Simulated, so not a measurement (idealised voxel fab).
process module | voxel fin reveal
cross-section cut | 280 nm wide | cells 5 nm
A cross-section is a grid of square cells, given in bands from the top down. A band is one or more rows of cells.
Each band's line starts with the height of the band's top and of its bottom, in nm. Then come its materials from left to right, each with its width in nm. One material with "throughout" fills the band from edge to edge. "air" is empty space.
Height 0 is the level under which the wafer as received is all one material. The lowest band goes on downwards, as in "0 down".
A width such as "30 to 40" changes by the same amount from each row of cells to the next, from the band's top row to its bottom row.
"no change" after a step means that no cell of the cross-section changed.
closed voids: empty space of 8 cells or more with no open way to the top, each as width x height at its distance from the left edge, in nm
after a step's settings: what the simulator itself notes on the step
overlay nm, on a step with a mask: how far to the right of its planned place the mask lay; to the left if negative
plan
1 op RECEIVE | material Si
2 op CONFORMAL_DEP | material SiN | thk nm 5
3 op MASKED_ETCH | tone cover | mask id FINS | width nm 15 | pitch nm 40 | etch materials SiN | depth nm 5 | overlay nm 0
4 op MASKED_ETCH | tone cover | mask id FINS | width nm 15 | pitch nm 40 | etch materials Si | depth nm 35 | overlay nm 0
5 op OXIDIZE | depth nm 5
6 op FILL_DEP | material SiO2 | thk nm 15
7 op CMP | height nm 5
8 op SELECTIVE_ETCH | etch materials SiO2 | depth nm 30
9 op STRIP | etch materials SiN
first wafer, as planned
as received, after step 1
  0 down: Si throughout
  closed voids: none
after step 2
  5 to 0: SiN throughout
  below 0: unchanged
after step 3
  5 to 0: air 90 | SiN 15 | air 25 | SiN 15 | air 25 | SiN 15 | air 95
  below 0: unchanged
after step 4
  5 to 0: air 90 | SiN 15 | air 25 | SiN 15 | air 25 | SiN 15 | air 95
  0 to -35: air 90 | Si 15 | air 25 | Si 15 | air 25 | Si 15 | air 95
  below -35: unchanged
after step 5
  5 to 0: air 90 | SiN 15 | air 25 | SiN 15 | air 25 | SiN 15 | air 95
  0 to -35: air 90 | SiO2 5 | Si 5 | SiO2 5 | air 25 | SiO2 5 | Si 5 | SiO2 5 | air 25 | SiO2 5 | Si 5 | SiO2 5 | air 95
  -35 to -40: SiO2 95 | Si 5 | SiO2 35 | Si 5 | SiO2 35 | Si 5 | SiO2 100
  below -40: unchanged
after step 6
  20 to 5: SiO2 throughout
  5 to 0: SiO2 90 | SiN 15 | SiO2 25 | SiN 15 | SiO2 25 | SiN 15 | SiO2 95
  0 to -40: SiO2 95 | Si 5 | SiO2 35 | Si 5 | SiO2 35 | Si 5 | SiO2 100
  below -40: unchanged
after step 7
  5 to 0: SiO2 90 | SiN 15 | SiO2 25 | SiN 15 | SiO2 25 | SiN 15 | SiO2 95
  below 0: unchanged
after step 8
  5 to 0: air 90 | SiN 15 | air 25 | SiN 15 | air 25 | SiN 15 | air 95
  0 to -25: air 95 | Si 5 | air 35 | Si 5 | air 35 | Si 5 | air 100
  below -25: unchanged
after step 9
  0 to -25: air 95 | Si 5 | air 35 | Si 5 | air 35 | Si 5 | air 100
  below -25: unchanged
second wafer: like start, like plan, one mistake. Through step 2 it matches the first wafer
when step 3 should have ended
  5 to 0: SiN 90 | air 15 | SiN 25 | air 15 | SiN 25 | air 15 | SiN 95
  below 0: unchanged
when step 4 should have ended: no change
when step 5 should have ended
  5 to 0: SiN 90 | air 15 | SiN 25 | air 15 | SiN 25 | air 15 | SiN 95
  0 to -5: Si 85 | SiO2 25 | Si 15 | SiO2 25 | Si 15 | SiO2 25 | Si 90
  below -5: unchanged
when step 6 should have ended
  20 to 5: SiO2 throughout
  5 to 0: SiN 90 | SiO2 15 | SiN 25 | SiO2 15 | SiN 25 | SiO2 15 | SiN 95
  below 0: unchanged
when step 7 should have ended
  5 to 0: SiN 90 | SiO2 15 | SiN 25 | SiO2 15 | SiN 25 | SiO2 15 | SiN 95
  below 0: unchanged
when step 8 should have ended
  5 to 0: SiN 90 | air 15 | SiN 25 | air 15 | SiN 25 | air 15 | SiN 95
  0 to -5: Si 85 | air 25 | Si 15 | air 25 | Si 15 | air 25 | Si 90
  below -5: unchanged
when step 9 should have ended
  0 to -5: Si 85 | air 25 | Si 15 | air 25 | Si 15 | air 25 | Si 90
  below -5: unchanged
what went wrong: step 3 ran as: op MASKED_ETCH | tone open | mask id FINS | width nm 15 | pitch nm 40 | etch materials SiN | depth nm 5 | overlay nm 0
at the end the second wafer has, in cells: 409 more of Si | 159 fewer of SiO2
